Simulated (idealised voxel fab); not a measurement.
Name of the process module below: voxel trench capacitor
It is cross-section cut that appears here, measuring 220 nm in width, its square cells being 5 nm in size.
Notation: cross-section as square-cell grid; stated in bands, top first, going down; one or more cell rows per band. For a band, the entry starts with two heights in nm, that of the top and then that of the bottom, and carries on with the band's materials in order from left to right, each alongside its width in nm; the word "everywhere" beside a single material means it fills the band edge to edge, and "blank" means empty space. All heights in this document are referenced to 0, defined as the level beneath which the wafer, as received, consists entirely of one material. The lowest band is not bounded below; it extends indefinitely downward and is written in the form "0 down". It should be noted that a width expressed as "30..40" varies in equal increments from row to row of cells within the band, taking the value of the first number at the top row and that of the second number at the bottom row. Where a step carries "remains unaltered", the cross-section came out of it unchanged, cell for cell. Look at "Voids lacking openings" for the closed voids: empty spaces with no open path to the top, sized 8 cells or up. Each is width x height at distance, distance from the left edge, all nm. The remark found on a step's line after its settings is issued by the simulator itself and pertains to that step. For masked steps, "overlay nm" on the step line gives how far right of plan the mask actually lay; a minus sign means it lay to the left.

-- List of planned process steps
step 1: RECEIVE with material Si
step 2: CONFORMAL_DEP with material SiN, thk nm 5
step 3: DIRECTIONAL_DEP with material aC, thk nm 10
step 4: PATTERN with tone open, mask id TRENCH, material resist, width nm 15, pitch nm 40, thk nm 30, overlay nm 0
step 5: DIRECTIONAL_ETCH with etch materials aC, depth nm 10
step 6: STRIP with etch materials resist
step 7: DIRECTIONAL_ETCH with etch materials SiN, depth nm 5
step 8: DIRECTIONAL_ETCH with etch materials Si, depth nm 25
step 9: STRIP with etch materials aC
step 10: CONFORMAL_DEP with material SiO2, thk nm 5
step 11: FILL_DEP with material polySi, thk nm 5
step 12: CMP with height nm 5

-- Concerning the first of two wafers, which was run in accordance with the plan

-- Wafer cross-section on receipt, i.e. after step 1
* 0 down | Si everywhere
* Voids lacking openings: none

-- Once step 2 is through, the wafer looks like this in cross-section
* 5 to 0 | SiN everywhere
* No changes below 0.

-- Once step 3 is through, the wafer looks like this in cross-section
* 15 to 5 | aC everywhere
* No changes below 5.

-- Once step 4 is through, the wafer looks like this in cross-section
* 45 to 15 | 60 resist; 15 blank; 25 resist; 15 blank; 25 resist; 15 blank; 65 resist
* No changes below 15.

-- Once step 5 is through, the wafer looks like this in cross-section
* 35 to 15 | 60 resist; 15 blank; 25 resist; 15 blank; 25 resist; 15 blank; 65 resist
* 15 to 5 | 60 aC; 15 blank; 25 aC; 15 blank; 25 aC; 15 blank; 65 aC
* No changes below 5.

-- Once step 6 is through, the wafer looks like this in cross-section
* 15 to 5 | 60 aC; 15 blank; 25 aC; 15 blank; 25 aC; 15 blank; 65 aC
* No changes below 5.

-- Once step 7 is through, the wafer looks like this in cross-section
* 15 to 5 | 60 aC; 15 blank; 25 aC; 15 blank; 25 aC; 15 blank; 65 aC
* 5 to 0 | 60 SiN; 15 blank; 25 SiN; 15 blank; 25 SiN; 15 blank; 65 SiN
* No changes below 0.

-- Once step 8 is through, the wafer looks like this in cross-section
* 15 to 5 | 60 aC; 15 blank; 25 aC; 15 blank; 25 aC; 15 blank; 65 aC
* 5 to 0 | 60 SiN; 15 blank; 25 SiN; 15 blank; 25 SiN; 15 blank; 65 SiN
* 0 to -25 | 60 Si; 15 blank; 25 Si; 15 blank; 25 Si; 15 blank; 65 Si
* No changes below -25.

-- Once step 9 is through, the wafer looks like this in cross-section
* 5 to 0 | 60 SiN; 15 blank; 25 SiN; 15 blank; 25 SiN; 15 blank; 65 SiN
* No changes below 0.

-- Once step 10 is through, the wafer looks like this in cross-section
* 10 to 5 | 65 SiO2; 5 blank; 35 SiO2; 5 blank; 35 SiO2; 5 blank; 70 SiO2
* 5 to 0 | 60 SiN; 5 SiO2; 5 blank; 5 SiO2; 25 SiN; 5 SiO2; 5 blank; 5 SiO2; 25 SiN; 5 SiO2; 5 blank; 5 SiO2; 65 SiN
* 0 to -20 | 60 Si; 5 SiO2; 5 blank; 5 SiO2; 25 Si; 5 SiO2; 5 blank; 5 SiO2; 25 Si; 5 SiO2; 5 blank; 5 SiO2; 65 Si
* -20 to -25 | 60 Si; 15 SiO2; 25 Si; 15 SiO2; 25 Si; 15 SiO2; 65 Si
* No changes below -25.

-- Once step 11 is through, the wafer looks like this in cross-section
* 15 to 10 | polySi everywhere
* 10 to 5 | 65 SiO2; 5 polySi; 35 SiO2; 5 polySi; 35 SiO2; 5 polySi; 70 SiO2
* 5 to 0 | 60 SiN; 5 SiO2; 5 polySi; 5 SiO2; 25 SiN; 5 SiO2; 5 polySi; 5 SiO2; 25 SiN; 5 SiO2; 5 polySi; 5 SiO2; 65 SiN
* 0 to -20 | 60 Si; 5 SiO2; 5 polySi; 5 SiO2; 25 Si; 5 SiO2; 5 polySi; 5 SiO2; 25 Si; 5 SiO2; 5 polySi; 5 SiO2; 65 Si
* No changes below -20.

-- Once step 12 is through, the wafer looks like this in cross-section
* 5 to 0 | 60 SiN; 5 SiO2; 5 polySi; 5 SiO2; 25 SiN; 5 SiO2; 5 polySi; 5 SiO2; 25 SiN; 5 SiO2; 5 polySi; 5 SiO2; 65 SiN
* No changes below 0.

-- The second wafer began exactly as the first did and followed the same plan, but one mistake was made while running it; through step 11 inclusive, the two wafers are identical

-- At the planned end of step 12, the second wafer in cross-section
* 10 to 5 | 65 SiO2; 5 polySi; 35 SiO2; 5 polySi; 35 SiO2; 5 polySi; 70 SiO2
* No changes below 5.
The plan and the run diverged here: step 12 ran differently from the plan; actual operation with settings: CMP with height nm 10
Count the cells at the end and the second wafer has more or fewer of some materials than the first: SiO2: 41 more | polySi: 3 more
